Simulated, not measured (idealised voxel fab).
process module | voxel wiring stack
cross-section cut | 270 nm wide | cells 5 nm
A cross-section is a grid of square cells, given in bands from the top down. A band is one or more rows of cells.
Each band's line starts with the height of the band's top and of its bottom, in nm. Then come its materials from left to right, each with its width in nm. One material with "throughout" fills the band from edge to edge. "air" is empty space.
Height 0 is the level under which the wafer as received is all one material. The lowest band goes on downwards, as in "0 down".
A width such as "30 to 40" changes by the same amount from each row of cells to the next, from the band's top row to its bottom row.
"no change" after a step means that no cell of the cross-section changed.
closed voids: empty space of 8 cells or more with no open way to the top, each as width x height at its distance from the left edge, in nm
after a step's settings: what the simulator itself notes on the step
overlay nm, on a step with a mask: how far to the right of its planned place the mask lay; to the left if negative
Each pair below shows a cross-section before one step and the cross-section after it, down to the lowest band that changed. The line under each pair gives the step between them, with its settings. The pairs can come from different runs of this module on the same starting wafer, so a pair continues from the pair above only where its "before" says so.
before
  105 to 85: lowk 80 | air 25 | lowk 15 | air 25 | lowk 15 | air 25 | lowk 85
  85 to 70: lowk 80 | air 15 | lowk 25 | air 15 | lowk 25 | air 15 | lowk 95
  70 to 65: SiCN 80 | air 15 | SiCN 25 | air 15 | SiCN 25 | air 15 | SiCN 95
  65 to 50: SiO2 80 | TiN 5 | Cu 15 | TiN 5 | SiO2 15 | TiN 5 | Cu 15 | TiN 5 | SiO2 15 | TiN 5 | Cu 15 | TiN 5 | SiO2 85
  50 to 45: SiCN 80 | TiN 25 | SiCN 15 | TiN 25 | SiCN 15 | TiN 25 | SiCN 85
  45 to 35: SiO2 80 | TiN 5 | W 5 | TiN 5 | SiO2 25 | TiN 5 | W 5 | TiN 5 | SiO2 25 | TiN 5 | W 5 | TiN 5 | SiO2 95
  35 to 30: SiCN 80 | TiN 15 | SiCN 25 | TiN 15 | SiCN 25 | TiN 15 | SiCN 95
  30 to 25: lowk 80 | TiN 25 | lowk 15 | TiN 25 | lowk 15 | TiN 25 | lowk 85
  25 to 10: W throughout
  10 to 0: SiO2 throughout
  0 down: Si throughout
  closed voids: none
after
  110 to 105: TiN 85 | air 15 | TiN 25 | air 15 | TiN 25 | air 15 | TiN 90
  105 to 90: lowk 80 | TiN 5 | air 15 | TiN 5 | lowk 15 | TiN 5 | air 15 | TiN 5 | lowk 15 | TiN 5 | air 15 | TiN 5 | lowk 85
  90 to 85: lowk 80 | TiN 5 | air 5 | TiN 15 | lowk 15 | TiN 5 | air 5 | TiN 15 | lowk 15 | TiN 5 | air 5 | TiN 15 | lowk 85
  85 to 70: lowk 80 | TiN 5 | air 5 | TiN 5 | lowk 25 | TiN 5 | air 5 | TiN 5 | lowk 25 | TiN 5 | air 5 | TiN 5 | lowk 95
  70 to 65: SiCN 80 | TiN 15 | SiCN 25 | TiN 15 | SiCN 25 | TiN 15 | SiCN 95
  below 65: unchanged
  closed voids: none
the step between: op CONFORMAL_DEP | material TiN | thk nm 5
before: the cross-section after the pair above
after
  115 to 110: Ru throughout
  110 to 105: TiN 85 | Ru 15 | TiN 25 | Ru 15 | TiN 25 | Ru 15 | TiN 90
  105 to 90: lowk 80 | TiN 5 | Ru 15 | TiN 5 | lowk 15 | TiN 5 | Ru 15 | TiN 5 | lowk 15 | TiN 5 | Ru 15 | TiN 5 | lowk 85
  90 to 85: lowk 80 | TiN 5 | Ru 5 | TiN 15 | lowk 15 | TiN 5 | Ru 5 | TiN 15 | lowk 15 | TiN 5 | Ru 5 | TiN 15 | lowk 85
  85 to 70: lowk 80 | TiN 5 | Ru 5 | TiN 5 | lowk 25 | TiN 5 | Ru 5 | TiN 5 | lowk 25 | TiN 5 | Ru 5 | TiN 5 | lowk 95
  below 70: unchanged
  closed voids: none
the step between: op FILL_DEP | material Ru | thk nm 5
before: the cross-section after the pair above
after
  105 to 90: lowk 80 | TiN 5 | Ru 15 | TiN 5 | lowk 15 | TiN 5 | Ru 15 | TiN 5 | lowk 15 | TiN 5 | Ru 15 | TiN 5 | lowk 85
  below 90: unchanged
  closed voids: none
the step between: op CMP | height nm 105
before: the cross-section after the pair above
after
  110 to 105: SiCN throughout
  below 105: unchanged
  closed voids: none
the step between: op CONFORMAL_DEP | material SiCN | thk nm 5
before: the cross-section after the pair above
after
  135 to 110: SiO2 throughout
  below 110: unchanged
  closed voids: none
the step between: op DIRECTIONAL_DEP | material SiO2 | thk nm 25
before: the cross-section after the pair above
after
  150 to 135: resist 80 | air 25 | resist 15 | air 25 | resist 15 | air 25 | resist 85
  below 135: unchanged
  closed voids: none
the step between: op PATTERN | tone open | mask id METAL_4 | material resist | width nm 25 | pitch nm 40 | thk nm 15 | overlay nm 0
before: the cross-section after the pair above
after
  150 to 135: resist 80 | air 25 | resist 15 | air 25 | resist 15 | air 25 | resist 85
  135 to 120: SiO2 80 | air 25 | SiO2 15 | air 25 | SiO2 15 | air 25 | SiO2 85
  below 120: unchanged
  closed voids: none
the step between: op DIRECTIONAL_ETCH | etch materials SiO2 | depth nm 15
before: the cross-section after the pair above
after
  135 to 120: SiO2 80 | air 25 | SiO2 15 | air 25 | SiO2 15 | air 25 | SiO2 85
  below 120: unchanged
  closed voids: none
the step between: op STRIP | etch materials resist
before: the cross-section after the pair above
after
  150 to 135: aC 80 | air 25 | aC 15 | air 25 | aC 15 | air 25 | aC 85
  135 to 120: SiO2 80 | aC 25 | SiO2 15 | aC 25 | SiO2 15 | aC 25 | SiO2 85
  below 120: unchanged
  closed voids: none
the step between: op DIRECTIONAL_DEP | material aC | thk nm 15
before: the cross-section after the pair above
after
  185 to 150: resist 80 | air 15 | resist 65 | air 15 | resist 95
  150 to 135: aC 80 | air 15 | resist 10 | aC 15 | resist 25 | aC 15 | air 15 | resist 10 | aC 85
  below 135: unchanged
  closed voids: none
the step between: op PATTERN | tone open | mask id METAL_4_HOLES | material resist | width nm 15 | pitch nm 80 | thk nm 35 | overlay nm 0
before: the cross-section after the pair above
after
  170 to 150: resist 80 | air 15 | resist 65 | air 15 | resist 95
  150 to 135: aC 80 | air 15 | resist 10 | aC 15 | resist 25 | aC 15 | air 15 | resist 10 | aC 85
  135 to 120: SiO2 80 | air 15 | aC 10 | SiO2 15 | aC 25 | SiO2 15 | air 15 | aC 10 | SiO2 85
  below 120: unchanged
  closed voids: none
the step between: op DIRECTIONAL_ETCH | etch materials aC | depth nm 15
before: the cross-section after the pair above
after
  150 to 135: aC 80 | air 25 | aC 15 | air 25 | aC 15 | air 25 | aC 85
  below 135: unchanged
  closed voids: none
the step between: op STRIP | etch materials resist
before: the cross-section after the pair above
after
  150 to 135: aC 80 | air 25 | aC 15 | air 25 | aC 15 | air 25 | aC 85
  135 to 120: SiO2 80 | air 15 | aC 10 | SiO2 15 | aC 25 | SiO2 15 | air 15 | aC 10 | SiO2 85
  120 to 110: SiO2 80 | air 15 | SiO2 65 | air 15 | SiO2 95
  below 110: unchanged
  closed voids: none
the step between: op DIRECTIONAL_ETCH | etch materials SiO2 | depth nm 10
before: the cross-section after the pair above
after
  150 to 135: aC 80 | air 25 | aC 15 | air 25 | aC 15 | air 25 | aC 85
  135 to 120: SiO2 80 | air 15 | aC 10 | SiO2 15 | aC 25 | SiO2 15 | air 15 | aC 10 | SiO2 85
  120 to 110: SiO2 80 | air 15 | SiO2 65 | air 15 | SiO2 95
  110 to 105: SiCN 80 | air 15 | SiCN 65 | air 15 | SiCN 95
  below 105: unchanged
  closed voids: none
the step between: op DIRECTIONAL_ETCH | etch materials SiCN | depth nm 5
before: the cross-section after the pair above
after
  135 to 120: SiO2 80 | air 25 | SiO2 15 | air 25 | SiO2 15 | air 25 | SiO2 85
  below 120: unchanged
  closed voids: none
the step between: op STRIP | etch materials aC
before: the cross-section after the pair above
after
  140 to 135: TiN 85 | air 15 | TiN 25 | air 15 | TiN 25 | air 15 | TiN 90
  135 to 125: SiO2 80 | TiN 5 | air 15 | TiN 5 | SiO2 15 | TiN 5 | air 15 | TiN 5 | SiO2 15 | TiN 5 | air 15 | TiN 5 | SiO2 85
  125 to 120: SiO2 80 | TiN 5 | air 5 | TiN 15 | SiO2 15 | TiN 25 | SiO2 15 | TiN 5 | air 5 | TiN 15 | SiO2 85
  120 to 110: SiO2 80 | TiN 5 | air 5 | TiN 5 | SiO2 65 | TiN 5 | air 5 | TiN 5 | SiO2 95
  110 to 105: SiCN 80 | TiN 15 | SiCN 65 | TiN 15 | SiCN 95
  below 105: unchanged
  closed voids: none
the step between: op CONFORMAL_DEP | material TiN | thk nm 5
before: the cross-section after the pair above
after
  145 to 140: Ru throughout
  140 to 135: TiN 85 | Ru 15 | TiN 25 | Ru 15 | TiN 25 | Ru 15 | TiN 90
  135 to 125: SiO2 80 | TiN 5 | Ru 15 | TiN 5 | SiO2 15 | TiN 5 | Ru 15 | TiN 5 | SiO2 15 | TiN 5 | Ru 15 | TiN 5 | SiO2 85
  125 to 120: SiO2 80 | TiN 5 | Ru 5 | TiN 15 | SiO2 15 | TiN 25 | SiO2 15 | TiN 5 | Ru 5 | TiN 15 | SiO2 85
  120 to 110: SiO2 80 | TiN 5 | Ru 5 | TiN 5 | SiO2 65 | TiN 5 | Ru 5 | TiN 5 | SiO2 95
  below 110: unchanged
  closed voids: none
the step between: op FILL_DEP | material Ru | thk nm 5
before: the cross-section after the pair above
after
  135 to 125: SiO2 80 | TiN 5 | Ru 15 | TiN 5 | SiO2 15 | TiN 5 | Ru 15 | TiN 5 | SiO2 15 | TiN 5 | Ru 15 | TiN 5 | SiO2 85
  below 125: unchanged
  closed voids: none
the step between: op CMP | height nm 135
before: the cross-section after the pair above
after
  140 to 135: SiN throughout
  below 135: unchanged
  closed voids: none
the step between: op CONFORMAL_DEP | material SiN | thk nm 5
before
  40 to 30: lowk throughout
  30 to 15: lowk 80 | W 25 | lowk 15 | W 25 | lowk 15 | W 25 | lowk 85
  15 to 10: lowk 80 | TiN 25 | lowk 15 | TiN 25 | lowk 15 | TiN 25 | lowk 85
  10 to 0: SiO2 throughout
  0 down: Si throughout
  closed voids: none
after
  35 to 30: lowk throughout
  below 30: unchanged
  closed voids: none
the step between: op CMP | height nm 35
before: the cross-section after the pair above
after
  40 to 35: SiCN throughout
  below 35: unchanged
  closed voids: none
the step between: op CONFORMAL_DEP | material SiCN | thk nm 5
before: the cross-section after the pair above
after
  50 to 40: SiO2 throughout
  below 40: unchanged
  closed voids: none
the step between: op DIRECTIONAL_DEP | material SiO2 | thk nm 10
before: the cross-section after the pair above
after
  65 to 50: aC throughout
  below 50: unchanged
  closed voids: none
the step between: op DIRECTIONAL_DEP | material aC | thk nm 15
before: the cross-section after the pair above
after
  95 to 65: resist 80 | air 15 | resist 25 | air 15 | resist 25 | air 15 | resist 95
  below 65: unchanged
  closed voids: none
the step between: op PATTERN | tone open | mask id PLUG_1 | material resist | width nm 15 | pitch nm 40 | thk nm 30 | overlay nm 0
before: the cross-section after the pair above
after
  80 to 65: resist 80 | air 15 | resist 25 | air 15 | resist 25 | air 15 | resist 95
  65 to 50: aC 80 | air 15 | aC 25 | air 15 | aC 25 | air 15 | aC 95
  below 50: unchanged
  closed voids: none
the step between: op DIRECTIONAL_ETCH | etch materials aC | depth nm 15
before: the cross-section after the pair above
after
  65 to 50: aC 80 | air 15 | aC 25 | air 15 | aC 25 | air 15 | aC 95
  below 50: unchanged
  closed voids: none
the step between: op STRIP | etch materials resist
before: the cross-section after the pair above
after
  65 to 50: aC 80 | air 15 | aC 25 | air 15 | aC 25 | air 15 | aC 95
  50 to 40: SiO2 80 | air 15 | SiO2 25 | air 15 | SiO2 25 | air 15 | SiO2 95
  below 40: unchanged
  closed voids: none
the step between: op DIRECTIONAL_ETCH | etch materials SiO2 | depth nm 10
before: the cross-section after the pair above
after
  65 to 50: aC 80 | air 15 | aC 25 | air 15 | aC 25 | air 15 | aC 95
  50 to 40: SiO2 80 | air 15 | SiO2 25 | air 15 | SiO2 25 | air 15 | SiO2 95
  40 to 35: SiCN 80 | air 15 | SiCN 25 | air 15 | SiCN 25 | air 15 | SiCN 95
  below 35: unchanged
  closed voids: none
the step between: op DIRECTIONAL_ETCH | etch materials SiCN | depth nm 5
before: the cross-section after the pair above
after
  50 to 40: SiO2 80 | air 15 | SiO2 25 | air 15 | SiO2 25 | air 15 | SiO2 95
  below 40: unchanged
  closed voids: none
the step between: op STRIP | etch materials aC
before: the cross-section after the pair above
after
  55 to 50: TiN 85 | air 5 | TiN 35 | air 5 | TiN 35 | air 5 | TiN 100
  50 to 40: SiO2 80 | TiN 5 | air 5 | TiN 5 | SiO2 25 | TiN 5 | air 5 | TiN 5 | SiO2 25 | TiN 5 | air 5 | TiN 5 | SiO2 95
  40 to 35: SiCN 80 | TiN 15 | SiCN 25 | TiN 15 | SiCN 25 | TiN 15 | SiCN 95
  below 35: unchanged
  closed voids: none
the step between: op CONFORMAL_DEP | material TiN | thk nm 5
before: the cross-section after the pair above
after
  60 to 55: W throughout
  55 to 50: TiN 85 | W 5 | TiN 35 | W 5 | TiN 35 | W 5 | TiN 100
  50 to 40: SiO2 80 | TiN 5 | W 5 | TiN 5 | SiO2 25 | TiN 5 | W 5 | TiN 5 | SiO2 25 | TiN 5 | W 5 | TiN 5 | SiO2 95
  below 40: unchanged
  closed voids: none
the step between: op FILL_DEP | material W | thk nm 5
before: the cross-section after the pair above
after
  45 to 40: SiO2 80 | TiN 5 | W 5 | TiN 5 | SiO2 25 | TiN 5 | W 5 | TiN 5 | SiO2 25 | TiN 5 | W 5 | TiN 5 | SiO2 95
  below 40: unchanged
  closed voids: none
the step between: op CMP | height nm 45
before: the cross-section after the pair above
after
  50 to 45: SiCN throughout
  below 45: unchanged
  closed voids: none
the step between: op CONFORMAL_DEP | material SiCN | thk nm 5
before: the cross-section after the pair above
after
  65 to 50: SiO2 throughout
  below 50: unchanged
  closed voids: none
the step between: op DIRECTIONAL_DEP | material SiO2 | thk nm 15
before: the cross-section after the pair above
after
  65 to 50: SiO2 80 | air 25 | SiO2 15 | air 25 | SiO2 15 | air 25 | SiO2 85
  below 50: unchanged
  closed voids: none
the step between: op MASKED_ETCH | tone open | mask id METAL_2 | width nm 25 | pitch nm 40 | etch materials SiO2 | depth nm 15 | overlay nm 0
before: the cross-section after the pair above
after
  65 to 50: SiO2 80 | air 25 | SiO2 15 | air 25 | SiO2 15 | air 25 | SiO2 85
  50 to 45: SiCN 80 | air 25 | SiCN 15 | air 25 | SiCN 15 | air 25 | SiCN 85
  below 45: unchanged
  closed voids: none
the step between: op MASKED_ETCH | tone open | mask id METAL_2 | width nm 25 | pitch nm 40 | etch materials SiCN | depth nm 5 | overlay nm 0
before: the cross-section after the pair above
after
  70 to 65: TiN 85 | air 15 | TiN 25 | air 15 | TiN 25 | air 15 | TiN 90
  65 to 50: SiO2 80 | TiN 5 | air 15 | TiN 5 | SiO2 15 | TiN 5 | air 15 | TiN 5 | SiO2 15 | TiN 5 | air 15 | TiN 5 | SiO2 85
  50 to 45: SiCN 80 | TiN 25 | SiCN 15 | TiN 25 | SiCN 15 | TiN 25 | SiCN 85
  below 45: unchanged
  closed voids: none
the step between: op CONFORMAL_DEP | material TiN | thk nm 5
before: the cross-section after the pair above
after
  75 to 70: Cu throughout
  70 to 65: TiN 85 | Cu 15 | TiN 25 | Cu 15 | TiN 25 | Cu 15 | TiN 90
  65 to 50: SiO2 80 | TiN 5 | Cu 15 | TiN 5 | SiO2 15 | TiN 5 | Cu 15 | TiN 5 | SiO2 15 | TiN 5 | Cu 15 | TiN 5 | SiO2 85
  below 50: unchanged
  closed voids: none
the step between: op FILL_DEP | material Cu | thk nm 5
before: the cross-section after the pair above
after
  65 to 50: SiO2 80 | TiN 5 | Cu 15 | TiN 5 | SiO2 15 | TiN 5 | Cu 15 | TiN 5 | SiO2 15 | TiN 5 | Cu 15 | TiN 5 | SiO2 85
  below 50: unchanged
  closed voids: none
the step between: op CMP | height nm 65
before: the cross-section after the pair above
after
  70 to 65: SiCN throughout
  below 65: unchanged
  closed voids: none
the step between: op CONFORMAL_DEP | material SiCN | thk nm 5
before: the cross-section after the pair above
after
  105 to 70: lowk throughout
  below 70: unchanged
  closed voids: none
the step between: op DIRECTIONAL_DEP | material lowk | thk nm 35
before: the cross-section after the pair above
after
  120 to 105: aC throughout
  below 105: unchanged
  closed voids: none
the step between: op DIRECTIONAL_DEP | material aC | thk nm 15
before: the cross-section after the pair above
after
  150 to 120: resist 80 | air 15 | resist 25 | air 15 | resist 25 | air 15 | resist 95
  below 120: unchanged
  closed voids: none
the step between: op PATTERN | tone open | mask id METAL_3_HOLES | material resist | width nm 15 | pitch nm 40 | thk nm 30 | overlay nm 0
before: the cross-section after the pair above
after
  135 to 120: resist 80 | air 15 | resist 25 | air 15 | resist 25 | air 15 | resist 95
  120 to 105: aC 80 | air 15 | aC 25 | air 15 | aC 25 | air 15 | aC 95
  below 105: unchanged
  closed voids: none
the step between: op DIRECTIONAL_ETCH | etch materials aC | depth nm 15
before: the cross-section after the pair above
after
  120 to 105: aC 80 | air 15 | aC 25 | air 15 | aC 25 | air 15 | aC 95
  below 105: unchanged
  closed voids: none
the step between: op STRIP | etch materials resist
before: the cross-section after the pair above
after
  120 to 105: aC 80 | air 15 | aC 25 | air 15 | aC 25 | air 15 | aC 95
  105 to 70: lowk 80 | air 15 | lowk 25 | air 15 | lowk 25 | air 15 | lowk 95
  below 70: unchanged
  closed voids: none
the step between: op DIRECTIONAL_ETCH | etch materials lowk | depth nm 35
before: the cross-section after the pair above
after
  105 to 70: lowk 80 | air 15 | lowk 25 | air 15 | lowk 25 | air 15 | lowk 95
  below 70: unchanged
  closed voids: none
the step between: op STRIP | etch materials aC
before: the cross-section after the pair above
after
  120 to 105: aC 80 | air 15 | aC 25 | air 15 | aC 25 | air 15 | aC 95
  105 to 85: lowk 80 | air 15 | lowk 25 | air 15 | lowk 25 | air 15 | lowk 95
  85 to 70: lowk 80 | aC 15 | lowk 25 | aC 15 | lowk 25 | aC 15 | lowk 95
  below 70: unchanged
  closed voids: none
the step between: op DIRECTIONAL_DEP | material aC | thk nm 15
before: the cross-section after the pair above
after
  155 to 120: resist 80 | air 25 | resist 15 | air 25 | resist 15 | air 25 | resist 85
  below 120: unchanged
  closed voids: none
the step between: op PATTERN | tone open | mask id METAL_3 | material resist | width nm 25 | pitch nm 40 | thk nm 35 | overlay nm 0
before: the cross-section after the pair above
after
  140 to 120: resist 80 | air 25 | resist 15 | air 25 | resist 15 | air 25 | resist 85
  120 to 105: aC 80 | air 25 | aC 15 | air 25 | aC 15 | air 25 | aC 85
  105 to 70: lowk 80 | air 15 | lowk 25 | air 15 | lowk 25 | air 15 | lowk 95
  below 70: unchanged
  closed voids: none
the step between: op DIRECTIONAL_ETCH | etch materials aC | depth nm 15
before: the cross-section after the pair above
after
  120 to 105: aC 80 | air 25 | aC 15 | air 25 | aC 15 | air 25 | aC 85
  below 105: unchanged
  closed voids: none
the step between: op STRIP | etch materials resist
before: the cross-section after the pair above
after
  120 to 105: aC 80 | air 25 | aC 15 | air 25 | aC 15 | air 25 | aC 85
  105 to 85: lowk 80 | air 25 | lowk 15 | air 25 | lowk 15 | air 25 | lowk 85
  below 85: unchanged
  closed voids: none
the step between: op DIRECTIONAL_ETCH | etch materials lowk | depth nm 20
before: the cross-section after the pair above
after
  120 to 105: aC 80 | air 25 | aC 15 | air 25 | aC 15 | air 25 | aC 85
  105 to 85: lowk 80 | air 25 | lowk 15 | air 25 | lowk 15 | air 25 | lowk 85
  85 to 70: lowk 80 | air 15 | lowk 25 | air 15 | lowk 25 | air 15 | lowk 95
  70 to 65: SiCN 80 | air 15 | SiCN 25 | air 15 | SiCN 25 | air 15 | SiCN 95
  below 65: unchanged
  closed voids: none
the step between: op DIRECTIONAL_ETCH | etch materials SiCN | depth nm 5
before: the cross-section after the pair above
after
  105 to 85: lowk 80 | air 25 | lowk 15 | air 25 | lowk 15 | air 25 | lowk 85
  below 85: unchanged
  closed voids: none
the step between: op STRIP | etch materials aC
before: the cross-section after the pair above
after
  110 to 105: TiN 85 | air 15 | TiN 25 | air 15 | TiN 25 | air 15 | TiN 90
  105 to 90: lowk 80 | TiN 5 | air 15 | TiN 5 | lowk 15 | TiN 5 | air 15 | TiN 5 | lowk 15 | TiN 5 | air 15 | TiN 5 | lowk 85
  90 to 85: lowk 80 | TiN 5 | air 5 | TiN 15 | lowk 15 | TiN 5 | air 5 | TiN 15 | lowk 15 | TiN 5 | air 5 | TiN 15 | lowk 85
  85 to 70: lowk 80 | TiN 5 | air 5 | TiN 5 | lowk 25 | TiN 5 | air 5 | TiN 5 | lowk 25 | TiN 5 | air 5 | TiN 5 | lowk 95
  70 to 65: SiCN 80 | TiN 15 | SiCN 25 | TiN 15 | SiCN 25 | TiN 15 | SiCN 95
  below 65: unchanged
  closed voids: none
the step between: op CONFORMAL_DEP | material TiN | thk nm 5
before: the cross-section after the pair above
after
  115 to 110: Ru throughout
  110 to 105: TiN 85 | Ru 15 | TiN 25 | Ru 15 | TiN 25 | Ru 15 | TiN 90
  105 to 90: lowk 80 | TiN 5 | Ru 15 | TiN 5 | lowk 15 | TiN 5 | Ru 15 | TiN 5 | lowk 15 | TiN 5 | Ru 15 | TiN 5 | lowk 85
  90 to 85: lowk 80 | TiN 5 | Ru 5 | TiN 15 | lowk 15 | TiN 5 | Ru 5 | TiN 15 | lowk 15 | TiN 5 | Ru 5 | TiN 15 | lowk 85
  85 to 70: lowk 80 | TiN 5 | Ru 5 | TiN 5 | lowk 25 | TiN 5 | Ru 5 | TiN 5 | lowk 25 | TiN 5 | Ru 5 | TiN 5 | lowk 95
  below 70: unchanged
  closed voids: none
the step between: op FILL_DEP | material Ru | thk nm 5
before: the cross-section after the pair above
after
  105 to 90: lowk 80 | TiN 5 | Ru 15 | TiN 5 | lowk 15 | TiN 5 | Ru 15 | TiN 5 | lowk 15 | TiN 5 | Ru 15 | TiN 5 | lowk 85
  below 90: unchanged
  closed voids: none
the step between: op CMP | height nm 105
before: the cross-section after the pair above
after
  110 to 105: SiCN throughout
  below 105: unchanged
  closed voids: none
the step between: op CONFORMAL_DEP | material SiCN | thk nm 5
before: the cross-section after the pair above
after
  135 to 110: SiO2 throughout
  below 110: unchanged
  closed voids: none
the step between: op DIRECTIONAL_DEP | material SiO2 | thk nm 25
before: the cross-section after the pair above
after
  150 to 135: resist 80 | air 25 | resist 15 | air 25 | resist 15 | air 25 | resist 85
  below 135: unchanged
  closed voids: none
the step between: op PATTERN | tone open | mask id METAL_4 | material resist | width nm 25 | pitch nm 40 | thk nm 15 | overlay nm 0
before: the cross-section after the pair above
after
  150 to 135: resist 80 | air 25 | resist 15 | air 25 | resist 15 | air 25 | resist 85
  135 to 120: SiO2 80 | air 25 | SiO2 15 | air 25 | SiO2 15 | air 25 | SiO2 85
  below 120: unchanged
  closed voids: none
the step between: op DIRECTIONAL_ETCH | etch materials SiO2 | depth nm 15
before: the cross-section after the pair above
after
  135 to 120: SiO2 80 | air 25 | SiO2 15 | air 25 | SiO2 15 | air 25 | SiO2 85
  below 120: unchanged
  closed voids: none
the step between: op STRIP | etch materials resist
before: the cross-section after the pair above
after
  150 to 135: aC 80 | air 25 | aC 15 | air 25 | aC 15 | air 25 | aC 85
  135 to 120: SiO2 80 | aC 25 | SiO2 15 | aC 25 | SiO2 15 | aC 25 | SiO2 85
  below 120: unchanged
  closed voids: none
the step between: op DIRECTIONAL_DEP | material aC | thk nm 15
before: the cross-section after the pair above
after
  185 to 150: resist 80 | air 15 | resist 65 | air 15 | resist 95
  150 to 135: aC 80 | air 15 | resist 10 | aC 15 | resist 25 | aC 15 | air 15 | resist 10 | aC 85
  below 135: unchanged
  closed voids: none
the step between: op PATTERN | tone open | mask id METAL_4_HOLES | material resist | width nm 15 | pitch nm 80 | thk nm 35 | overlay nm 0
before: the cross-section after the pair above
after
  170 to 150: resist 80 | air 15 | resist 65 | air 15 | resist 95
  150 to 135: aC 80 | air 15 | resist 10 | aC 15 | resist 25 | aC 15 | air 15 | resist 10 | aC 85
  135 to 120: SiO2 80 | air 15 | aC 10 | SiO2 15 | aC 25 | SiO2 15 | air 15 | aC 10 | SiO2 85
  below 120: unchanged
  closed voids: none
the step between: op DIRECTIONAL_ETCH | etch materials aC | depth nm 15
before: the cross-section after the pair above
after
  150 to 135: aC 80 | air 25 | aC 15 | air 25 | aC 15 | air 25 | aC 85
  below 135: unchanged
  closed voids: none
the step between: op STRIP | etch materials resist
before: the cross-section after the pair above
after
  150 to 135: aC 80 | air 25 | aC 15 | air 25 | aC 15 | air 25 | aC 85
  135 to 120: SiO2 80 | air 15 | aC 10 | SiO2 15 | aC 25 | SiO2 15 | air 15 | aC 10 | SiO2 85
  120 to 110: SiO2 80 | air 15 | SiO2 65 | air 15 | SiO2 95
  below 110: unchanged
  closed voids: none
the step between: op DIRECTIONAL_ETCH | etch materials SiO2 | depth nm 10
before: the cross-section after the pair above
after
  150 to 135: aC 80 | air 25 | aC 15 | air 25 | aC 15 | air 25 | aC 85
  135 to 120: SiO2 80 | air 15 | aC 10 | SiO2 15 | aC 25 | SiO2 15 | air 15 | aC 10 | SiO2 85
  120 to 110: SiO2 80 | air 15 | SiO2 65 | air 15 | SiO2 95
  110 to 105: SiCN 80 | air 15 | SiCN 65 | air 15 | SiCN 95
  below 105: unchanged
  closed voids: none
the step between: op DIRECTIONAL_ETCH | etch materials SiCN | depth nm 5
before: the cross-section after the pair above
after
  135 to 120: SiO2 80 | air 25 | SiO2 15 | air 25 | SiO2 15 | air 25 | SiO2 85
  below 120: unchanged
  closed voids: none
the step between: op STRIP | etch materials aC
before: the cross-section after the pair above
after
  140 to 135: TiN 85 | air 15 | TiN 25 | air 15 | TiN 25 | air 15 | TiN 90
  135 to 125: SiO2 80 | TiN 5 | air 15 | TiN 5 | SiO2 15 | TiN 5 | air 15 | TiN 5 | SiO2 15 | TiN 5 | air 15 | TiN 5 | SiO2 85
  125 to 120: SiO2 80 | TiN 5 | air 5 | TiN 15 | SiO2 15 | TiN 25 | SiO2 15 | TiN 5 | air 5 | TiN 15 | SiO2 85
  120 to 110: SiO2 80 | TiN 5 | air 5 | TiN 5 | SiO2 65 | TiN 5 | air 5 | TiN 5 | SiO2 95
  110 to 105: SiCN 80 | TiN 15 | SiCN 65 | TiN 15 | SiCN 95
  below 105: unchanged
  closed voids: none
the step between: op CONFORMAL_DEP | material TiN | thk nm 5
before: the cross-section after the pair above
after
  145 to 140: Ru throughout
  140 to 135: TiN 85 | Ru 15 | TiN 25 | Ru 15 | TiN 25 | Ru 15 | TiN 90
  135 to 125: SiO2 80 | TiN 5 | Ru 15 | TiN 5 | SiO2 15 | TiN 5 | Ru 15 | TiN 5 | SiO2 15 | TiN 5 | Ru 15 | TiN 5 | SiO2 85
  125 to 120: SiO2 80 | TiN 5 | Ru 5 | TiN 15 | SiO2 15 | TiN 25 | SiO2 15 | TiN 5 | Ru 5 | TiN 15 | SiO2 85
  120 to 110: SiO2 80 | TiN 5 | Ru 5 | TiN 5 | SiO2 65 | TiN 5 | Ru 5 | TiN 5 | SiO2 95
  below 110: unchanged
  closed voids: none
the step between: op FILL_DEP | material Ru | thk nm 5
before: the cross-section after the pair above
after
  135 to 125: SiO2 80 | TiN 5 | Ru 15 | TiN 5 | SiO2 15 | TiN 5 | Ru 15 | TiN 5 | SiO2 15 | TiN 5 | Ru 15 | TiN 5 | SiO2 85
  below 125: unchanged
  closed voids: none
the step between: op CMP | height nm 135
before: the cross-section after the pair above
after
  140 to 135: SiN throughout
  below 135: unchanged
  closed voids: none
the step between: op CONFORMAL_DEP | material SiN | thk nm 5
before
  60 to 45: aC throughout
  45 to 35: SiO2 throughout
  35 to 30: SiCN throughout
  30 to 15: lowk 80 | W 25 | lowk 15 | W 25 | lowk 15 | W 25 | lowk 85
  15 to 10: lowk 80 | TiN 25 | lowk 15 | TiN 25 | lowk 15 | TiN 25 | lowk 85
  10 to 0: SiO2 throughout
  0 down: Si throughout
  closed voids: none
after
  90 to 60: resist 75 | air 25 | resist 15 | air 25 | resist 15 | air 25 | resist 90
  below 60: unchanged
  closed voids: none
the step between: op PATTERN | tone open | mask id PLUG_1 | material resist | width nm 25 | pitch nm 40 | thk nm 30 | overlay nm 0
before: the cross-section after the pair above
after
  75 to 60: resist 75 | air 25 | resist 15 | air 25 | resist 15 | air 25 | resist 90
  60 to 45: aC 75 | air 25 | aC 15 | air 25 | aC 15 | air 25 | aC 90
  below 45: unchanged
  closed voids: none
the step between: op DIRECTIONAL_ETCH | etch materials aC | depth nm 15
before: the cross-section after the pair above
after
  60 to 45: aC 75 | air 25 | aC 15 | air 25 | aC 15 | air 25 | aC 90
  below 45: unchanged
  closed voids: none
the step between: op STRIP | etch materials resist
before: the cross-section after the pair above
after
  60 to 45: aC 75 | air 25 | aC 15 | air 25 | aC 15 | air 25 | aC 90
  45 to 35: SiO2 75 | air 25 | SiO2 15 | air 25 | SiO2 15 | air 25 | SiO2 90
  below 35: unchanged
  closed voids: none
the step between: op DIRECTIONAL_ETCH | etch materials SiO2 | depth nm 10
before: the cross-section after the pair above
after
  60 to 45: aC 75 | air 25 | aC 15 | air 25 | aC 15 | air 25 | aC 90
  45 to 35: SiO2 75 | air 25 | SiO2 15 | air 25 | SiO2 15 | air 25 | SiO2 90
  35 to 30: SiCN 75 | air 25 | SiCN 15 | air 25 | SiCN 15 | air 25 | SiCN 90
  below 30: unchanged
  closed voids: none
the step between: op DIRECTIONAL_ETCH | etch materials SiCN | depth nm 5
before: the cross-section after the pair above
after
  45 to 35: SiO2 75 | air 25 | SiO2 15 | air 25 | SiO2 15 | air 25 | SiO2 90
  below 35: unchanged
  closed voids: none
the step between: op STRIP | etch materials aC
before: the cross-section after the pair above
after
  50 to 45: TiN 80 | air 15 | TiN 25 | air 15 | TiN 25 | air 15 | TiN 95
  45 to 35: SiO2 75 | TiN 5 | air 15 | TiN 5 | SiO2 15 | TiN 5 | air 15 | TiN 5 | SiO2 15 | TiN 5 | air 15 | TiN 5 | SiO2 90
  35 to 30: SiCN 75 | TiN 25 | SiCN 15 | TiN 25 | SiCN 15 | TiN 25 | SiCN 90
  below 30: unchanged
  closed voids: none
the step between: op CONFORMAL_DEP | material TiN | thk nm 5
